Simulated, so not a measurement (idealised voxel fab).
process module | voxel self aligned vias
cross-section cut | 235 nm wide | cells 5 nm
A cross-section is a grid of square cells, given in bands from the top down. A band is one or more rows of cells.
Each band's line starts with the height of the band's top and of its bottom, in nm. Then come its materials from left to right, each with its width in nm. One material with "throughout" fills the band from edge to edge. "air" is empty space.
Height 0 is the level under which the wafer as received is all one material. The lowest band goes on downwards, as in "0 down".
A width such as "30 to 40" changes by the same amount from each row of cells to the next, from the band's top row to its bottom row.
"no change" after a step means that no cell of the cross-section changed.
closed voids: empty space of 8 cells or more with no open way to the top, each as width x height at its distance from the left edge, in nm
after a step's settings: what the simulator itself notes on the step
overlay nm, on a step with a mask: how far to the right of its planned place the mask lay; to the left if negative
plan
1 op RECEIVE | material Si
2 op CONFORMAL_DEP | material SiO2 | thk nm 10
3 op CONFORMAL_DEP | material SiCN | thk nm 5
4 op DIRECTIONAL_DEP | material lowk | thk nm 30
5 op DIRECTIONAL_DEP | material aC | thk nm 10
6 op PATTERN | tone open | mask id LINES | material resist | width nm 20 | pitch nm 45 | thk nm 25 | overlay nm 0
7 op DIRECTIONAL_ETCH | etch materials aC | depth nm 10
8 op STRIP | etch materials resist
9 op DIRECTIONAL_ETCH | etch materials lowk | depth nm 30
10 op STRIP | etch materials aC
11 op CONFORMAL_DEP | material TiN | thk nm 5
12 op FILL_DEP | material W | thk nm 5
13 op CMP | height nm 45
14 op SELECTIVE_ETCH | etch materials W Ru TiN | depth nm 10
15 op FILL_DEP | material SiN | thk nm 10
16 op CMP | height nm 45
17 op DIRECTIONAL_DEP | material lowk | thk nm 20
18 op MASKED_ETCH | tone open | mask id VIAS | width nm 30 | etch materials lowk | depth nm 20 | overlay nm 0
19 op MASKED_ETCH | tone open | mask id VIAS | width nm 30 | etch materials SiN | depth nm 10 | overlay nm 0
20 op CONFORMAL_DEP | material TiN | thk nm 5
21 op FILL_DEP | material Cu | thk nm 5
22 op CMP | height nm 65
23 op CONFORMAL_DEP | material SiCN | thk nm 5
as received, after step 1
  0 down: Si throughout
  closed voids: none
a wafer at the end: this start, this plan, one mistake
  70 to 65: SiCN throughout
  65 to 45: lowk 80 | TiN 5 | Cu 20 | TiN 5 | lowk 125
  45 to 40: lowk 80 | TiN 10 | Cu 10 | TiN 10 | lowk 20 | SiN 20 | lowk 85
  40 to 35: lowk 85 | TiN 20 | lowk 25 | SiN 20 | lowk 85
  35 to 20: lowk 85 | TiN 5 | W 10 | TiN 5 | lowk 25 | TiN 5 | W 10 | TiN 5 | lowk 85
  20 to 15: lowk 85 | TiN 20 | lowk 25 | TiN 20 | lowk 85
  15 to 10: SiCN throughout
  10 to 0: SiO2 throughout
  0 down: Si throughout
  closed voids: none
what went wrong: step 18 ran as: op MASKED_ETCH | tone open | mask id VIAS | width nm 30 | etch materials lowk | depth nm 25 | overlay nm 0
